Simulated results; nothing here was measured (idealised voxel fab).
The name of this process module is voxel capacitor over wiring.
We display cut, a cross-section 205 nm in width whose square cells are each 5 nm.
Cross-section, as written here: a square-cell grid given band by band from the top down, where a band holds one or more rows of cells.
In this notation a band is specified by the heights of its top and bottom, in that order and in nm, after which its materials appear from left to right, each paired with its width in nm. The word "edge to edge" attached to a single material means that material fills the band from edge to edge; the word "blank" stands for empty space.
All heights in this document are referenced to 0, defined as the level beneath which the wafer, as received, consists entirely of one material. The lowest band is not bounded below; it extends indefinitely downward and is written in the form "0 nm and below".
Read "30 to 40" as a graded width: first number on top, second number at the bottom, same change between each pair of neighbouring rows.
Basically "remains unaltered" means that step didn't change any cell in the cross-section.
"Closed void entries": sealed empty spaces, 8 cells or more, no open way to top, listed width x height at distance, with distance from the left edge and width, height and distance in nm.
On each step's line, the part that comes after the settings is the simulator's own comment on the step.
overlay nm: how far to the right of its planned place the mask lay on this masked step (negative: to the left).

**Set out below are the planned steps of the process**
1. RECEIVE | material Si
2. CONFORMAL_DEP | material SiO2 | thk nm 10
3. DIRECTIONAL_DEP | material TiN | thk nm 5
4. DIRECTIONAL_DEP | material W | thk nm 15
5. MASKED_ETCH | tone cover | mask id METAL_1 | width nm 25 | pitch nm 90 | etch materials W | depth nm 15 | overlay nm 0
6. MASKED_ETCH | tone cover | mask id METAL_1 | width nm 25 | pitch nm 90 | etch materials TiN | depth nm 5 | overlay nm 0
7. FILL_DEP | material lowk | thk nm 10
8. CMP | height nm 30
9. CONFORMAL_DEP | material SiCN | thk nm 5
10. DIRECTIONAL_DEP | material SiO2 | thk nm 10
11. DIRECTIONAL_DEP | material aC | thk nm 15
12. PATTERN | tone open | mask id PLUG_1 | material resist | width nm 15 | thk nm 30 | overlay nm 0
13. DIRECTIONAL_ETCH | etch materials aC | depth nm 15
14. STRIP | etch materials resist
15. DIRECTIONAL_ETCH | etch materials SiO2 | depth nm 10
16. DIRECTIONAL_ETCH | etch materials SiCN | depth nm 5
17. STRIP | etch materials aC
18. EPI | material Ru | thk nm 10
19. EPI | material Ru | thk nm 5
20. DIRECTIONAL_DEP | material TiN | thk nm 10
21. DIRECTIONAL_DEP | material SiN | thk nm 5
22. DIRECTIONAL_DEP | material TiN | thk nm 5
23. PATTERN | tone cover | mask id UPPER_PLATE | material resist | width nm 70 | thk nm 15 | overlay nm 0
24. DIRECTIONAL_ETCH | etch materials TiN | depth nm 5
25. DIRECTIONAL_ETCH | etch materials SiN | depth nm 5
26. STRIP | etch materials resist
27. PATTERN | tone cover | mask id LOWER_PLATE | material resist | width nm 80 | thk nm 15 | overlay nm 0
28. DIRECTIONAL_ETCH | etch materials TiN | depth nm 10
29. STRIP | etch materials resist
30. FILL_DEP | material SiO2 | thk nm 15
31. CMP | height nm 75
32. MASKED_ETCH | tone open | mask id PLUG_2 | width nm 15 | etch materials SiO2 | depth nm 10 | overlay nm 0
33. CONFORMAL_DEP | material TiN | thk nm 5
34. FILL_DEP | material Cu | thk nm 5
35. CMP | height nm 75
36. CONFORMAL_DEP | material SiN | thk nm 5

**Cross-section, incoming material, after step 1**
	0 nm and below  Si edge to edge
	Closed void entries: none

**The following cross-section depicts the wafer upon conclusion of the module. Processing commenced from the starting condition illustrated above and adhered to the plan illustrated above, save for one mistake in execution**
	80 nm to 75 nm  SiN edge to edge
	75 nm to 70 nm  SiO2=65; TiN=5; Cu=5; TiN=5; SiO2=125
	70 nm to 60 nm  SiO2=65 to 60; TiN=15 to 60; SiO2=125 to 85
	60 nm to 55 nm  SiO2=60; SiN=60; SiO2=85
	55 nm to 45 nm  SiO2=50; TiN=80; SiO2=75
	45 nm to 35 nm  SiO2=55; Ru=15; SiO2=135
	35 nm to 30 nm  SiCN=55; Ru=15; SiCN=135
	30 nm to 15 nm  lowk=45; W=25; lowk=65; W=25; lowk=45
	15 nm to 10 nm  lowk=45; TiN=25; lowk=65; TiN=25; lowk=45
	10 nm to 0 nm  SiO2 edge to edge
	0 nm and below  Si edge to edge
	Closed void entries: none
Deviation from plan: step 23 deviated from plan and actually ran as PATTERN | tone cover | mask id UPPER_PLATE | material resist | width nm 60 | thk nm 15 | overlay nm 0
